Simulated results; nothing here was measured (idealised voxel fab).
The process module that follows is named voxel fin reveal.
cross-section cut | 275 nm wide | cells 5 nm
A cross-section is a grid of square cells, given in bands from the top down. A band is one or more rows of cells. Within each band entry, the heights of the top and of the bottom of the band appear first, in that order and in nm; the materials of the band then follow from left to right, each with its corresponding width in nm. The designation "full width" on a single material indicates that it fills the band from edge to edge; the designation "empty" indicates empty space. Measure heights from 0. That's the level where, below it, the as-received wafer is all one material. The lowest band is bottomless and extends downward; write it as in "0 and below". It should be noted that a width expressed as "30->40" varies in equal increments from row to row of cells within the band, taking the value of the first number at the top row and that of the second number at the bottom row. "everything unchanged" -> step changed no cross-section cell. Closed empty spaces (no open way to the top) of 8 cells or more are what "Cavities, sealed" lists, each as width x height at distance from the left edge, nm for all three. If you see something after the settings on a step's line, that's the simulator's own remark about that step. The setting "overlay nm" may be written on the line of a step. When the step uses a mask, the value reports how far to the right of the planned place the mask lay, and a negative value reports that it lay to the left.
So here's the lineup of process steps we planned:
1. RECEIVE,material Si
2. CONFORMAL_DEP,material SiN,thk nm 5
3. MASKED_ETCH,tone cover,mask id FINS,width nm 15,pitch nm 40,etch materials SiN,depth nm 5,overlay nm 0
4. MASKED_ETCH,tone cover,mask id FINS,width nm 15,pitch nm 40,etch materials Si,depth nm 30,overlay nm 0
5. OXIDIZE,depth nm 5
6. FILL_DEP,material SiO2,thk nm 15
7. CMP,height nm 5
8. SELECTIVE_ETCH,etch materials SiO2,depth nm 15
9. STRIP,etch materials SiN
10. CONFORMAL_DEP,material SiO2,thk nm 5
Cross-section of the wafer at receipt, which is the condition after step 1:
  0 and below = Si full width
  Cavities, sealed: none
The module was run from the start shown above using the plan shown above, but one mistake was made doing it; the resulting wafer cross-section is below:
  0 down to -10 = empty 115 | Si 5 | empty 35 | Si 5 | empty 115
  -10 down to -35 = SiO2 115 | Si 5 | SiO2 35 | Si 5 | SiO2 115
  -35 and below = Si full width
  Cavities, sealed: none
Deviation noted in wafer processing: yeah, step 10 of the plan got skipped, never ran
